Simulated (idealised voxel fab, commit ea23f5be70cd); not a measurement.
process module | voxel self aligned vias
cross-section cut | 225 nm wide | cells 5 nm
A cross-section is a grid of square cells, given in bands from the top down. A band is one or more rows of cells.
Each band's line starts with the height of the band's top and of its bottom, in nm. Then come its materials from left to right, each with its width in nm. One material with "throughout" fills the band from edge to edge. "air" is empty space.
Height 0 is the level under which the wafer as received is all one material. The lowest band goes on downwards, as in "0 down".
A width such as "30 to 40" changes by the same amount from each row of cells to the next, from the band's top row to its bottom row.
"no change" after a step means that no cell of the cross-section changed.
closed voids: empty space of 8 cells or more with no open way to the top, each as width x height at its distance from the left edge, in nm
after a step's settings: what the simulator itself notes on the step
overlay nm, on a step with a mask: how far to the right of its planned place the mask lay; to the left if negative
plan
1 op RECEIVE | material Si
2 op CONFORMAL_DEP | material SiO2 | thk nm 10
3 op CONFORMAL_DEP | material SiCN | thk nm 5
4 op DIRECTIONAL_DEP | material SiO2 | thk nm 20
5 op PATTERN | tone open | mask id LINES | material resist | width nm 25 | pitch nm 60 | thk nm 15 | overlay nm 0
6 op DIRECTIONAL_ETCH | etch materials SiO2 | depth nm 20
7 op STRIP | etch materials resist
8 op CONFORMAL_DEP | material TiN | thk nm 5
9 op FILL_DEP | material Ru | thk nm 5
10 op CMP | height nm 35
11 op SELECTIVE_ETCH | etch materials W Ru TiN | depth nm 10
12 op FILL_DEP | material SiN | thk nm 5
13 op CMP | height nm 35
14 op DIRECTIONAL_DEP | material SiO2 | thk nm 15
15 op MASKED_ETCH | tone open | mask id VIAS | width nm 45 | pitch nm 120 | etch materials SiO2 | depth nm 15 | overlay nm 0
16 op MASKED_ETCH | tone open | mask id VIAS | width nm 45 | pitch nm 120 | etch materials SiN | depth nm 10 | overlay nm 0
17 op CONFORMAL_DEP | material TiN | thk nm 5
18 op FILL_DEP | material Cu | thk nm 5
19 op CMP | height nm 50
20 op CONFORMAL_DEP | material SiN | thk nm 5
as received, after step 1
  0 down: Si throughout
  closed voids: none
first wafer at the end, as planned
  55 to 50: SiN throughout
  50 to 40: SiO2 30 | TiN 5 | Cu 35 | TiN 5 | SiO2 75 | TiN 5 | Cu 35 | TiN 5 | SiO2 30
  40 to 35: SiO2 30 | TiN 15 | Cu 15 | TiN 15 | SiO2 75 | TiN 15 | Cu 15 | TiN 15 | SiO2 30
  35 to 30: SiO2 40 | TiN 5 | Cu 15 | TiN 5 | SiO2 35 | SiN 25 | SiO2 35 | TiN 5 | Cu 15 | TiN 5 | SiO2 40
  30 to 25: SiO2 40 | TiN 25 | SiO2 35 | SiN 25 | SiO2 35 | TiN 25 | SiO2 40
  25 to 20: SiO2 40 | TiN 5 | Ru 15 | TiN 5 | SiO2 35 | TiN 5 | Ru 15 | TiN 5 | SiO2 35 | TiN 5 | Ru 15 | TiN 5 | SiO2 40
  20 to 15: SiO2 40 | TiN 25 | SiO2 35 | TiN 25 | SiO2 35 | TiN 25 | SiO2 40
  15 to 10: SiCN throughout
  10 to 0: SiO2 throughout
  0 down: Si throughout
  closed voids: none
second wafer at the end: like start, like plan, one mistake
  55 to 50: SiN throughout
  50 to 40: SiO2 30 | TiN 5 | Cu 35 | TiN 5 | SiO2 75 | TiN 5 | Cu 35 | TiN 5 | SiO2 30
  40 to 35: SiO2 30 | TiN 25 | Cu 15 | TiN 5 | SiO2 75 | TiN 25 | Cu 15 | TiN 5 | SiO2 30
  35 to 30: SiO2 50 | TiN 5 | Cu 15 | TiN 5 | SiO2 35 | SiN 25 | SiO2 35 | TiN 5 | Cu 15 | TiN 5 | SiO2 30
  30 to 25: SiO2 50 | TiN 25 | SiO2 35 | SiN 25 | SiO2 35 | TiN 25 | SiO2 30
  25 to 20: SiO2 50 | TiN 5 | Ru 15 | TiN 5 | SiO2 35 | TiN 5 | Ru 15 | TiN 5 | SiO2 35 | TiN 5 | Ru 15 | TiN 5 | SiO2 30
  20 to 15: SiO2 50 | TiN 25 | SiO2 35 | TiN 25 | SiO2 35 | TiN 25 | SiO2 30
  15 to 10: SiCN throughout
  10 to 0: SiO2 throughout
  0 down: Si throughout
  closed voids: none
what went wrong: step 5 ran as: op PATTERN | tone open | mask id LINES | material resist | width nm 25 | pitch nm 60 | thk nm 15 | overlay nm 10
at the end the second wafer has, in cells: as many of each material as the first, in other places
